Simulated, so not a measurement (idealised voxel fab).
This is a process module. Its name is voxel self aligned contacts.
For reference, the cross-section in this document is cut, with width 295 nm and square cells of 5 nm.
Cross-section format: a grid of square cells, given as bands from top to bottom; each band is one or more rows of cells.
Heads up on the band format: heights come first, top then bottom, in nm. After that it's the materials left to right, each with its width in nm. A single material flagged "edge to edge" fills the whole band edge to edge, and "blank" means there's empty space there.
Where do heights start? At 0: under that level the wafer as delivered is made of one material only. And the lowest band has no floor; it just carries on downward, as in "0 -> down".
Read "30..40" as a graded width: first number on top, second number at the bottom, same change between each pair of neighbouring rows.
"stayed the same" for a step: no cell of the cross-section changed in that step.
Look at "Enclosed void entries" for the closed voids: empty spaces with no open path to the top, sized 8 cells or up. Each is width x height at distance, distance from the left edge, all nm.
Read whatever lies past the settings on a step's line as the simulator's own remark about the step.
Regarding "overlay nm": on a step with a mask, it is the distance the mask lay to the right of its planned place; a negative value places it to the left.
Process steps foreseen in the plan
- 1: RECEIVE (material Si)
- 2: OXIDIZE (depth nm 5)
- 3: DIRECTIONAL_DEP (material polySi; thk nm 30)
- 4: DIRECTIONAL_DEP (material SiN; thk nm 20)
- 5: PATTERN (tone cover; mask id GATE; material resist; width nm 30; pitch nm 65; thk nm 15; overlay nm 0)
- 6: DIRECTIONAL_ETCH (etch materials SiN; depth nm 20)
- 7: DIRECTIONAL_ETCH (etch materials polySi; depth nm 30)
- 8: STRIP (etch materials resist)
- 9: CONFORMAL_DEP (material SiN; thk nm 5)
- 10: DIRECTIONAL_ETCH (etch materials SiN; depth nm 5)
- 11: FILL_DEP (material SiO2; thk nm 15)
- 12: CMP (height nm 60)
- 13: PATTERN (tone open; mask id CONTACT; material resist; width nm 45; thk nm 20; overlay nm 0)
- 14: DIRECTIONAL_ETCH (etch materials SiO2; depth nm 65)
- 15: STRIP (etch materials resist)
- 16: CONFORMAL_DEP (material TiN; thk nm 5)
- 17: FILL_DEP (material Ru; thk nm 10)
- 18: CMP (height nm 60)
- 19: CONFORMAL_DEP (material SiCN; thk nm 5)
Cross-section: wafer on arrival = after step 1
	0 -> down = Si edge to edge
	Enclosed void entries: none
Cross-sectional view of the first of the two wafers upon completion of the module, processed in accordance with the plan
	65 -> 60 = SiCN edge to edge
	60 -> 50 = 125 nm SiO2  5..15 nm TiN  35..15 nm Ru  5..15 nm TiN  125 nm SiO2
	50 -> 30 = 95 nm SiO2  40 nm SiN  5 nm TiN  15 nm Ru  5 nm TiN  40 nm SiN  95 nm SiO2
	30 -> 0 = 95 nm SiO2  5 nm SiN  30 nm polySi  5 nm SiN  5 nm TiN  15 nm Ru  5 nm TiN  5 nm SiN  30 nm polySi  5 nm SiN  95 nm SiO2
	0 -> -5 = 135 nm SiO2  25 nm TiN  135 nm SiO2
	-5 -> down = Si edge to edge
	Enclosed void entries: none
Cross-section of the latter of the two wafers at module completion. It had an identical start and an identical plan to the former; in running it, one mistake was made
	65 -> 60 = SiCN edge to edge
	60 -> 50 = 130 nm SiO2  5..10 nm TiN  25..15 nm Ru  5..10 nm TiN  130 nm SiO2
	50 -> 30 = 95 nm SiO2  40 nm SiN  5 nm TiN  15 nm Ru  5 nm TiN  40 nm SiN  95 nm SiO2
	30 -> 0 = 95 nm SiO2  5 nm SiN  30 nm polySi  5 nm SiN  5 nm TiN  15 nm Ru  5 nm TiN  5 nm SiN  30 nm polySi  5 nm SiN  95 nm SiO2
	0 -> -5 = 135 nm SiO2  25 nm TiN  135 nm SiO2
	-5 -> down = Si edge to edge
	Enclosed void entries: none
Deviation noted in wafer processing: not per plan at step 13, really ran PATTERN (tone open; mask id CONTACT; material resist; width nm 35; thk nm 20; overlay nm 0)
Materials where the second wafer ends with more or fewer cells than the first: Ru -2 | SiO2 +4 | TiN -2
